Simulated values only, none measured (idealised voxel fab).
process module | voxel transistor to metal
cross-section cut | 200 nm wide | cells 5 nm
A cross-section is a grid of square cells, given in bands from the top down. A band is one or more rows of cells.
Each band's line starts with the height of the band's top and of its bottom, in nm. Then come its materials from left to right, each with its width in nm. One material with "throughout" fills the band from edge to edge. "air" is empty space.
Height 0 is the level under which the wafer as received is all one material. The lowest band goes on downwards, as in "0 down".
A width such as "30 to 40" changes by the same amount from each row of cells to the next, from the band's top row to its bottom row.
"no change" after a step means that no cell of the cross-section changed.
closed voids: empty space of 8 cells or more with no open way to the top, each as width x height at its distance from the left edge, in nm
after a step's settings: what the simulator itself notes on the step
overlay nm, on a step with a mask: how far to the right of its planned place the mask lay; to the left if negative
plan
1 op RECEIVE | material Si
2 op CONFORMAL_DEP | material SiO2 | thk nm 5
3 op CONFORMAL_DEP | material SiN | thk nm 10
4 op MASKED_ETCH | tone cover | mask id ACTIVE | width nm 135 | etch materials SiN | depth nm 10 | overlay nm 0
5 op MASKED_ETCH | tone cover | mask id ACTIVE | width nm 135 | etch materials SiO2 | depth nm 5 | overlay nm 0
6 op MASKED_ETCH | tone cover | mask id ACTIVE | width nm 135 | etch materials Si | depth nm 35 | overlay nm 0
7 op OXIDIZE | depth nm 5
8 op FILL_DEP | material SiO2 | thk nm 10
9 op CMP | height nm 15
10 op SELECTIVE_ETCH | etch materials SiO2 | depth nm 5
11 op STRIP | etch materials SiN
12 op SELECTIVE_ETCH | etch materials SiO2 | depth nm 5
13 op OXIDIZE | depth nm 5
14 op DIRECTIONAL_DEP | material polySi | thk nm 30
15 op DIRECTIONAL_DEP | material SiCN | thk nm 15
16 op DIRECTIONAL_DEP | material aC | thk nm 15
17 op PATTERN | tone cover | mask id GATE | material resist | width nm 35 | thk nm 35 | overlay nm 0
18 op DIRECTIONAL_ETCH | etch materials aC | depth nm 15
19 op STRIP | etch materials resist
20 op DIRECTIONAL_ETCH | etch materials SiCN | depth nm 25
21 op DIRECTIONAL_ETCH | etch materials polySi | depth nm 40
22 op STRIP | etch materials aC
23 op CONFORMAL_DEP | material SiO2 | thk nm 5
24 op DIRECTIONAL_ETCH | etch materials SiO2 | depth nm 5
25 op CONFORMAL_DEP | material SiN | thk nm 10
26 op DIRECTIONAL_ETCH | etch materials SiN | depth nm 10
27 op DIRECTIONAL_ETCH | etch materials SiO2 | depth nm 5
28 op DIRECTIONAL_ETCH | etch materials Si | depth nm 5
29 op EPI | material pSi | thk nm 5
30 op FILL_DEP | material SiO2 | thk nm 5
31 op CMP | height nm 30
32 op STRIP | etch materials polySi
33 op SELECTIVE_ETCH | etch materials SiO2 | depth nm 5
34 op CONFORMAL_DEP | material HfO2 | thk nm 5
35 op CONFORMAL_DEP | material TiN | thk nm 5
36 op FILL_DEP | material W | thk nm 5
37 op CMP | height nm 25
38 op DIRECTIONAL_DEP | material SiO2 | thk nm 10
39 op PATTERN | tone open | mask id CONTACT | material resist | width nm 20 | pitch nm 95 | thk nm 15 | overlay nm 0
40 op DIRECTIONAL_ETCH | etch materials SiO2 | depth nm 40
41 op STRIP | etch materials resist
42 op CONFORMAL_DEP | material TiN | thk nm 5
43 op FILL_DEP | material W | thk nm 10
44 op CMP | height nm 35
45 op DIRECTIONAL_DEP | material TiN | thk nm 5
46 op DIRECTIONAL_DEP | material Ru | thk nm 15
47 op MASKED_ETCH | tone cover | mask id METAL_1 | width nm 20 | pitch nm 95 | etch materials Ru | depth nm 15 | overlay nm 0
48 op MASKED_ETCH | tone cover | mask id METAL_1 | width nm 20 | pitch nm 95 | etch materials TiN | depth nm 5 | overlay nm 0
49 op CONFORMAL_DEP | material SiN | thk nm 5
50 op FILL_DEP | material lowk | thk nm 5
51 op CMP | height nm 55
52 op CONFORMAL_DEP | material SiCN | thk nm 5
as received, after step 1
  0 down: Si throughout
  closed voids: none
a wafer at the end: this start, this plan, one mistake
  60 to 55: SiCN throughout
  55 to 40: lowk 35 | SiN 5 | Ru 20 | SiN 5 | lowk 65 | SiN 5 | Ru 20 | SiN 5 | lowk 40
  40 to 35: SiN 40 | TiN 20 | SiN 75 | TiN 20 | SiN 45
  35 to 25: SiO2 40 | TiN 5 | W 10 | TiN 5 | SiO2 75 | TiN 5 | W 10 | TiN 5 | SiO2 45
  25 to 5: SiO2 40 | TiN 5 | W 10 | TiN 5 | SiO2 15 | HfO2 5 | TiN 5 | W 25 | TiN 5 | HfO2 5 | SiO2 15 | TiN 5 | W 10 | TiN 5 | SiO2 45
  5 to 0: SiO2 40 | TiN 5 | W 10 | TiN 5 | SiO2 15 | HfO2 5 | TiN 35 | HfO2 5 | SiO2 15 | TiN 5 | W 10 | TiN 5 | SiO2 45
  0 to -5: SiO2 40 | TiN 20 | SiO2 10 | pSi 5 | HfO2 45 | pSi 5 | SiO2 10 | TiN 20 | SiO2 45
  -5 to -10: SiO2 35 | pSi 40 | Si 45 | pSi 40 | SiO2 40
  -10 to -40: SiO2 35 | Si 125 | SiO2 40
  -40 down: Si throughout
  closed voids: none
what went wrong: step 25 was left out
